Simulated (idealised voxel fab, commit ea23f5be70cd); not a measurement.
process module | voxel gate over fins
cross-section cut | 270 nm wide | cells 5 nm
A cross-section is a grid of square cells, given in bands from the top down. A band is one or more rows of cells.
Each band's line starts with the height of the band's top and of its bottom, in nm. Then come its materials from left to right, each with its width in nm. One material with "throughout" fills the band from edge to edge. "air" is empty space.
Height 0 is the level under which the wafer as received is all one material. The lowest band goes on downwards, as in "0 down".
A width such as "30 to 40" changes by the same amount from each row of cells to the next, from the band's top row to its bottom row.
"no change" after a step means that no cell of the cross-section changed.
closed voids: empty space of 8 cells or more with no open way to the top, each as width x height at its distance from the left edge, in nm
after a step's settings: what the simulator itself notes on the step
overlay nm, on a step with a mask: how far to the right of its planned place the mask lay; to the left if negative
plan
1 op RECEIVE | material Si
2 op CONFORMAL_DEP | material SiN | thk nm 5
3 op MASKED_ETCH | tone cover | mask id FINS | width nm 15 | pitch nm 55 | etch materials SiN | depth nm 5 | overlay nm 0
4 op MASKED_ETCH | tone cover | mask id FINS | width nm 15 | pitch nm 55 | etch materials Si | depth nm 35 | overlay nm 0
5 op OXIDIZE | depth nm 5
6 op FILL_DEP | material SiO2 | thk nm 15
7 op CMP | height nm 5
8 op PATTERN | tone open | mask id RAIL | material resist | width nm 15 | thk nm 20 | overlay nm 0
9 op DIRECTIONAL_ETCH | etch materials SiO2 | depth nm 35
10 op STRIP | etch materials resist
11 op CONFORMAL_DEP | material TiN | thk nm 5
12 op FILL_DEP | material Ru | thk nm 5
13 op CMP | height nm 5
14 op SELECTIVE_ETCH | etch materials W Ru TiN | depth nm 20
15 op FILL_DEP | material SiO2 | thk nm 5
16 op CMP | height nm 5
17 op SELECTIVE_ETCH | etch materials SiO2 | depth nm 15
18 op STRIP | etch materials SiN
19 op CONFORMAL_DEP | material HfO2 | thk nm 5
20 op CONFORMAL_DEP | material TiN | thk nm 5
21 op FILL_DEP | material W | thk nm 15
22 op CMP | height nm 20
23 op CONFORMAL_DEP | material SiCN | thk nm 5
first wafer, as planned
as received, after step 1
  0 down: Si throughout
  closed voids: none
after step 2
  5 to 0: SiN throughout
  below 0: unchanged
after step 3
  5 to 0: air 45 | SiN 15 | air 40 | SiN 15 | air 40 | SiN 15 | air 40 | SiN 15 | air 45
  below 0: unchanged
after step 4
  5 to 0: air 45 | SiN 15 | air 40 | SiN 15 | air 40 | SiN 15 | air 40 | SiN 15 | air 45
  0 to -35: air 45 | Si 15 | air 40 | Si 15 | air 40 | Si 15 | air 40 | Si 15 | air 45
  below -35: unchanged
after step 5
  5 to 0: air 45 | SiN 15 | air 40 | SiN 15 | air 40 | SiN 15 | air 40 | SiN 15 | air 45
  0 to -35: air 45 | SiO2 5 | Si 5 | SiO2 5 | air 40 | SiO2 5 | Si 5 | SiO2 5 | air 40 | SiO2 5 | Si 5 | SiO2 5 | air 40 | SiO2 5 | Si 5 | SiO2 5 | air 45
  -35 to -40: SiO2 50 | Si 5 | SiO2 50 | Si 5 | SiO2 50 | Si 5 | SiO2 50 | Si 5 | SiO2 50
  below -40: unchanged
after step 6
  20 to 5: SiO2 throughout
  5 to 0: SiO2 45 | SiN 15 | SiO2 40 | SiN 15 | SiO2 40 | SiN 15 | SiO2 40 | SiN 15 | SiO2 45
  0 to -40: SiO2 50 | Si 5 | SiO2 50 | Si 5 | SiO2 50 | Si 5 | SiO2 50 | Si 5 | SiO2 50
  below -40: unchanged
after step 7
  5 to 0: SiO2 45 | SiN 15 | SiO2 40 | SiN 15 | SiO2 40 | SiN 15 | SiO2 40 | SiN 15 | SiO2 45
  below 0: unchanged
after step 8
  25 to 5: resist 70 | air 15 | resist 185
  below 5: unchanged
after step 9
  25 to 5: resist 70 | air 15 | resist 185
  5 to 0: SiO2 45 | SiN 15 | SiO2 10 | air 15 | SiO2 15 | SiN 15 | SiO2 40 | SiN 15 | SiO2 40 | SiN 15 | SiO2 45
  0 to -30: SiO2 50 | Si 5 | SiO2 15 | air 15 | SiO2 20 | Si 5 | SiO2 50 | Si 5 | SiO2 50 | Si 5 | SiO2 50
  below -30: unchanged
after step 10
  5 to 0: SiO2 45 | SiN 15 | SiO2 10 | air 15 | SiO2 15 | SiN 15 | SiO2 40 | SiN 15 | SiO2 40 | SiN 15 | SiO2 45
  below 0: unchanged
after step 11
  10 to 5: TiN 75 | air 5 | TiN 190
  5 to 0: SiO2 45 | SiN 15 | SiO2 10 | TiN 5 | air 5 | TiN 5 | SiO2 15 | SiN 15 | SiO2 40 | SiN 15 | SiO2 40 | SiN 15 | SiO2 45
  0 to -25: SiO2 50 | Si 5 | SiO2 15 | TiN 5 | air 5 | TiN 5 | SiO2 20 | Si 5 | SiO2 50 | Si 5 | SiO2 50 | Si 5 | SiO2 50
  -25 to -30: SiO2 50 | Si 5 | SiO2 15 | TiN 15 | SiO2 20 | Si 5 | SiO2 50 | Si 5 | SiO2 50 | Si 5 | SiO2 50
  below -30: unchanged
after step 12
  15 to 10: Ru throughout
  10 to 5: TiN 75 | Ru 5 | TiN 190
  5 to 0: SiO2 45 | SiN 15 | SiO2 10 | TiN 5 | Ru 5 | TiN 5 | SiO2 15 | SiN 15 | SiO2 40 | SiN 15 | SiO2 40 | SiN 15 | SiO2 45
  0 to -25: SiO2 50 | Si 5 | SiO2 15 | TiN 5 | Ru 5 | TiN 5 | SiO2 20 | Si 5 | SiO2 50 | Si 5 | SiO2 50 | Si 5 | SiO2 50
  below -25: unchanged
after step 13
  5 to 0: SiO2 45 | SiN 15 | SiO2 10 | TiN 5 | Ru 5 | TiN 5 | SiO2 15 | SiN 15 | SiO2 40 | SiN 15 | SiO2 40 | SiN 15 | SiO2 45
  below 0: unchanged
after step 14
  5 to 0: SiO2 45 | SiN 15 | SiO2 10 | air 15 | SiO2 15 | SiN 15 | SiO2 40 | SiN 15 | SiO2 40 | SiN 15 | SiO2 45
  0 to -15: SiO2 50 | Si 5 | SiO2 15 | air 15 | SiO2 20 | Si 5 | SiO2 50 | Si 5 | SiO2 50 | Si 5 | SiO2 50
  below -15: unchanged
after step 15
  10 to 5: SiO2 throughout
  5 to 0: SiO2 45 | SiN 15 | SiO2 40 | SiN 15 | SiO2 40 | SiN 15 | SiO2 40 | SiN 15 | SiO2 45
  0 to -15: SiO2 50 | Si 5 | SiO2 50 | Si 5 | SiO2 50 | Si 5 | SiO2 50 | Si 5 | SiO2 50
  below -15: unchanged
after step 16
  5 to 0: SiO2 45 | SiN 15 | SiO2 40 | SiN 15 | SiO2 40 | SiN 15 | SiO2 40 | SiN 15 | SiO2 45
  below 0: unchanged
after step 17
  5 to 0: air 45 | SiN 15 | air 40 | SiN 15 | air 40 | SiN 15 | air 40 | SiN 15 | air 45
  0 to -10: air 50 | Si 5 | air 50 | Si 5 | air 50 | Si 5 | air 50 | Si 5 | air 50
  below -10: unchanged
after step 18
  0 to -10: air 50 | Si 5 | air 50 | Si 5 | air 50 | Si 5 | air 50 | Si 5 | air 50
  below -10: unchanged
after step 19
  5 to 0: air 45 | HfO2 15 | air 40 | HfO2 15 | air 40 | HfO2 15 | air 40 | HfO2 15 | air 45
  0 to -5: air 45 | HfO2 5 | Si 5 | HfO2 5 | air 40 | HfO2 5 | Si 5 | HfO2 5 | air 40 | HfO2 5 | Si 5 | HfO2 5 | air 40 | HfO2 5 | Si 5 | HfO2 5 | air 45
  -5 to -10: HfO2 50 | Si 5 | HfO2 50 | Si 5 | HfO2 50 | Si 5 | HfO2 50 | Si 5 | HfO2 50
  below -10: unchanged
after step 20
  10 to 5: air 40 | TiN 25 | air 30 | TiN 25 | air 30 | TiN 25 | air 30 | TiN 25 | air 40
  5 to 0: air 40 | TiN 5 | HfO2 15 | TiN 5 | air 30 | TiN 5 | HfO2 15 | TiN 5 | air 30 | TiN 5 | HfO2 15 | TiN 5 | air 30 | TiN 5 | HfO2 15 | TiN 5 | air 40
  0 to -5: TiN 45 | HfO2 5 | Si 5 | HfO2 5 | TiN 40 | HfO2 5 | Si 5 | HfO2 5 | TiN 40 | HfO2 5 | Si 5 | HfO2 5 | TiN 40 | HfO2 5 | Si 5 | HfO2 5 | TiN 45
  below -5: unchanged
after step 21
  25 to 10: W throughout
  10 to 5: W 40 | TiN 25 | W 30 | TiN 25 | W 30 | TiN 25 | W 30 | TiN 25 | W 40
  5 to 0: W 40 | TiN 5 | HfO2 15 | TiN 5 | W 30 | TiN 5 | HfO2 15 | TiN 5 | W 30 | TiN 5 | HfO2 15 | TiN 5 | W 30 | TiN 5 | HfO2 15 | TiN 5 | W 40
  below 0: unchanged
after step 22
  20 to 10: W throughout
  below 10: unchanged
after step 23
  25 to 20: SiCN throughout
  below 20: unchanged
second wafer: like start, like plan, one mistake. Through step 2 it matches the first wafer
when step 3 should have ended
  5 to 0: air 45 | SiN 20 | air 35 | SiN 20 | air 35 | SiN 20 | air 35 | SiN 20 | air 40
  below 0: unchanged
when step 4 should have ended
  5 to 0: air 45 | SiN 20 | air 35 | SiN 20 | air 35 | SiN 20 | air 35 | SiN 20 | air 40
  0 to -35: air 45 | Si 20 | air 35 | Si 20 | air 35 | Si 20 | air 35 | Si 20 | air 40
  below -35: unchanged
when step 5 should have ended
  5 to 0: air 45 | SiN 20 | air 35 | SiN 20 | air 35 | SiN 20 | air 35 | SiN 20 | air 40
  0 to -35: air 45 | SiO2 5 | Si 10 | SiO2 5 | air 35 | SiO2 5 | Si 10 | SiO2 5 | air 35 | SiO2 5 | Si 10 | SiO2 5 | air 35 | SiO2 5 | Si 10 | SiO2 5 | air 40
  -35 to -40: SiO2 50 | Si 10 | SiO2 45 | Si 10 | SiO2 45 | Si 10 | SiO2 45 | Si 10 | SiO2 45
  below -40: unchanged
when step 6 should have ended
  20 to 5: SiO2 throughout
  5 to 0: SiO2 45 | SiN 20 | SiO2 35 | SiN 20 | SiO2 35 | SiN 20 | SiO2 35 | SiN 20 | SiO2 40
  0 to -40: SiO2 50 | Si 10 | SiO2 45 | Si 10 | SiO2 45 | Si 10 | SiO2 45 | Si 10 | SiO2 45
  below -40: unchanged
when step 7 should have ended
  5 to 0: SiO2 45 | SiN 20 | SiO2 35 | SiN 20 | SiO2 35 | SiN 20 | SiO2 35 | SiN 20 | SiO2 40
  below 0: unchanged
when step 8 should have ended
  25 to 5: resist 70 | air 15 | resist 185
  below 5: unchanged
when step 9 should have ended
  25 to 5: resist 70 | air 15 | resist 185
  5 to 0: SiO2 45 | SiN 20 | SiO2 5 | air 15 | SiO2 15 | SiN 20 | SiO2 35 | SiN 20 | SiO2 35 | SiN 20 | SiO2 40
  0 to -30: SiO2 50 | Si 10 | SiO2 10 | air 15 | SiO2 20 | Si 10 | SiO2 45 | Si 10 | SiO2 45 | Si 10 | SiO2 45
  below -30: unchanged
when step 10 should have ended
  5 to 0: SiO2 45 | SiN 20 | SiO2 5 | air 15 | SiO2 15 | SiN 20 | SiO2 35 | SiN 20 | SiO2 35 | SiN 20 | SiO2 40
  below 0: unchanged
when step 11 should have ended
  10 to 5: TiN 75 | air 5 | TiN 190
  5 to 0: SiO2 45 | SiN 20 | SiO2 5 | TiN 5 | air 5 | TiN 5 | SiO2 15 | SiN 20 | SiO2 35 | SiN 20 | SiO2 35 | SiN 20 | SiO2 40
  0 to -25: SiO2 50 | Si 10 | SiO2 10 | TiN 5 | air 5 | TiN 5 | SiO2 20 | Si 10 | SiO2 45 | Si 10 | SiO2 45 | Si 10 | SiO2 45
  -25 to -30: SiO2 50 | Si 10 | SiO2 10 | TiN 15 | SiO2 20 | Si 10 | SiO2 45 | Si 10 | SiO2 45 | Si 10 | SiO2 45
  below -30: unchanged
when step 12 should have ended
  15 to 10: Ru throughout
  10 to 5: TiN 75 | Ru 5 | TiN 190
  5 to 0: SiO2 45 | SiN 20 | SiO2 5 | TiN 5 | Ru 5 | TiN 5 | SiO2 15 | SiN 20 | SiO2 35 | SiN 20 | SiO2 35 | SiN 20 | SiO2 40
  0 to -25: SiO2 50 | Si 10 | SiO2 10 | TiN 5 | Ru 5 | TiN 5 | SiO2 20 | Si 10 | SiO2 45 | Si 10 | SiO2 45 | Si 10 | SiO2 45
  below -25: unchanged
when step 13 should have ended
  5 to 0: SiO2 45 | SiN 20 | SiO2 5 | TiN 5 | Ru 5 | TiN 5 | SiO2 15 | SiN 20 | SiO2 35 | SiN 20 | SiO2 35 | SiN 20 | SiO2 40
  below 0: unchanged
when step 14 should have ended
  5 to 0: SiO2 45 | SiN 20 | SiO2 5 | air 15 | SiO2 15 | SiN 20 | SiO2 35 | SiN 20 | SiO2 35 | SiN 20 | SiO2 40
  0 to -15: SiO2 50 | Si 10 | SiO2 10 | air 15 | SiO2 20 | Si 10 | SiO2 45 | Si 10 | SiO2 45 | Si 10 | SiO2 45
  below -15: unchanged
when step 15 should have ended
  10 to 5: SiO2 throughout
  5 to 0: SiO2 45 | SiN 20 | SiO2 35 | SiN 20 | SiO2 35 | SiN 20 | SiO2 35 | SiN 20 | SiO2 40
  0 to -15: SiO2 50 | Si 10 | SiO2 45 | Si 10 | SiO2 45 | Si 10 | SiO2 45 | Si 10 | SiO2 45
  below -15: unchanged
when step 16 should have ended
  5 to 0: SiO2 45 | SiN 20 | SiO2 35 | SiN 20 | SiO2 35 | SiN 20 | SiO2 35 | SiN 20 | SiO2 40
  below 0: unchanged
when step 17 should have ended
  5 to 0: air 45 | SiN 20 | air 35 | SiN 20 | air 35 | SiN 20 | air 35 | SiN 20 | air 40
  0 to -10: air 50 | Si 10 | air 45 | Si 10 | air 45 | Si 10 | air 45 | Si 10 | air 45
  below -10: unchanged
when step 18 should have ended
  0 to -10: air 50 | Si 10 | air 45 | Si 10 | air 45 | Si 10 | air 45 | Si 10 | air 45
  below -10: unchanged
when step 19 should have ended
  5 to 0: air 45 | HfO2 20 | air 35 | HfO2 20 | air 35 | HfO2 20 | air 35 | HfO2 20 | air 40
  0 to -5: air 45 | HfO2 5 | Si 10 | HfO2 5 | air 35 | HfO2 5 | Si 10 | HfO2 5 | air 35 | HfO2 5 | Si 10 | HfO2 5 | air 35 | HfO2 5 | Si 10 | HfO2 5 | air 40
  -5 to -10: HfO2 50 | Si 10 | HfO2 45 | Si 10 | HfO2 45 | Si 10 | HfO2 45 | Si 10 | HfO2 45
  below -10: unchanged
when step 20 should have ended
  10 to 5: air 40 | TiN 30 | air 25 | TiN 30 | air 25 | TiN 30 | air 25 | TiN 30 | air 35
  5 to 0: air 40 | TiN 5 | HfO2 20 | TiN 5 | air 25 | TiN 5 | HfO2 20 | TiN 5 | air 25 | TiN 5 | HfO2 20 | TiN 5 | air 25 | TiN 5 | HfO2 20 | TiN 5 | air 35
  0 to -5: TiN 45 | HfO2 5 | Si 10 | HfO2 5 | TiN 35 | HfO2 5 | Si 10 | HfO2 5 | TiN 35 | HfO2 5 | Si 10 | HfO2 5 | TiN 35 | HfO2 5 | Si 10 | HfO2 5 | TiN 40
  below -5: unchanged
when step 21 should have ended
  25 to 10: W throughout
  10 to 5: W 40 | TiN 30 | W 25 | TiN 30 | W 25 | TiN 30 | W 25 | TiN 30 | W 35
  5 to 0: W 40 | TiN 5 | HfO2 20 | TiN 5 | W 25 | TiN 5 | HfO2 20 | TiN 5 | W 25 | TiN 5 | HfO2 20 | TiN 5 | W 25 | TiN 5 | HfO2 20 | TiN 5 | W 35
  below 0: unchanged
when step 22 should have ended
  20 to 10: W throughout
  below 10: unchanged
when step 23 should have ended
  25 to 20: SiCN throughout
  below 20: unchanged
what went wrong: step 3 ran as: op MASKED_ETCH | tone cover | mask id FINS | width nm 20 | pitch nm 55 | etch materials SiN | depth nm 5 | overlay nm 0
at the end the second wafer has, in cells: 32 more of Si | 24 fewer of SiO2 | 8 fewer of W
